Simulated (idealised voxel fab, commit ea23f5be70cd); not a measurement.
process module | voxel gate over fins
Square cells of 5 nm make up the cross-section cut, whose width is 170 nm.
Cross-section layout: square cells on a grid; listed as bands, top to bottom; a band spans one or more cell rows.
Per band: top height and bottom height in nm, followed by the left-to-right materials and their widths in nm; "throughout" marks a single material spanning edge to edge, "empty" marks empty space.
Below 0: as-received wafer, all one material; heights counted from there. Lowest band: no bottom, goes on down, written "0 and below".
A width given as "30 to 40" starts at the first number in the band's top row and ends at the second number in its bottom row, shifting by an equal amount at every step from row to row.
Basically "no alteration" means that step didn't change any cell in the cross-section.
"Sealed void list" means: voids of 8 cells or more that are shut off from the top with no open way through. Written width x height at distance, distance from the left edge, in nm.
Step line, after settings: the simulator's comment on this step.
"overlay nm" on a masked step: distance the mask lay right of its planned place, negative for left.
## Steps in the process plan
1 RECEIVE,material Si
2 CONFORMAL_DEP,material SiN,thk nm 5
3 DIRECTIONAL_DEP,material aC,thk nm 10
4 PATTERN,tone cover,mask id FINS,material resist,width nm 15,pitch nm 55,thk nm 30,overlay nm 0
5 DIRECTIONAL_ETCH,etch materials aC,depth nm 10
6 STRIP,etch materials resist
7 DIRECTIONAL_ETCH,etch materials SiN,depth nm 5
8 DIRECTIONAL_ETCH,etch materials Si,depth nm 30
9 STRIP,etch materials aC
10 OXIDIZE,depth nm 5
11 FILL_DEP,material SiO2,thk nm 5
12 CMP,height nm 5
13 MASKED_ETCH,tone open,mask id RAIL,width nm 15,etch materials SiO2,depth nm 30,overlay nm 0
14 CONFORMAL_DEP,material TiN,thk nm 5
15 FILL_DEP,material W,thk nm 5
16 CMP,height nm 5
17 SELECTIVE_ETCH,etch materials W Ru TiN,depth nm 25
18 FILL_DEP,material SiO2,thk nm 5
19 CMP,height nm 5
20 SELECTIVE_ETCH,etch materials SiO2,depth nm 20
21 STRIP,etch materials SiN
22 CONFORMAL_DEP,material HfO2,thk nm 5
23 CONFORMAL_DEP,material TiN,thk nm 5
24 FILL_DEP,material W,thk nm 15
25 CMP,height nm 20
26 CONFORMAL_DEP,material SiN,thk nm 10
The plan shows the thk nm of step 23 as the first wafer had it; this setting differs between the wafers, which start out alike.
## As-received cross-section, first of several wafers, post step 1
    0 and below: Si throughout
    Sealed void list: none
## Take any row and you have a wafer at the end of the module: how many cells of each material it has gained (+) or lost (-) since it was received, and then its closed voids
thk nm 5, +52 HfO2, -217 Si, +68 SiN, +121 SiO2, +55 TiN, +125 W, Sealed void list: none
thk nm 10, +52 HfO2, -217 Si, +68 SiN, +121 SiO2, +107 TiN, +73 W, Sealed void list: none
thk nm 15, +52 HfO2, -217 Si, +68 SiN, +121 SiO2, +159 TiN, +21 W, Sealed void list: none
thk nm 20, +52 HfO2, -217 Si, +68 SiN, +121 SiO2, +178 TiN, +2 W, Sealed void list: none
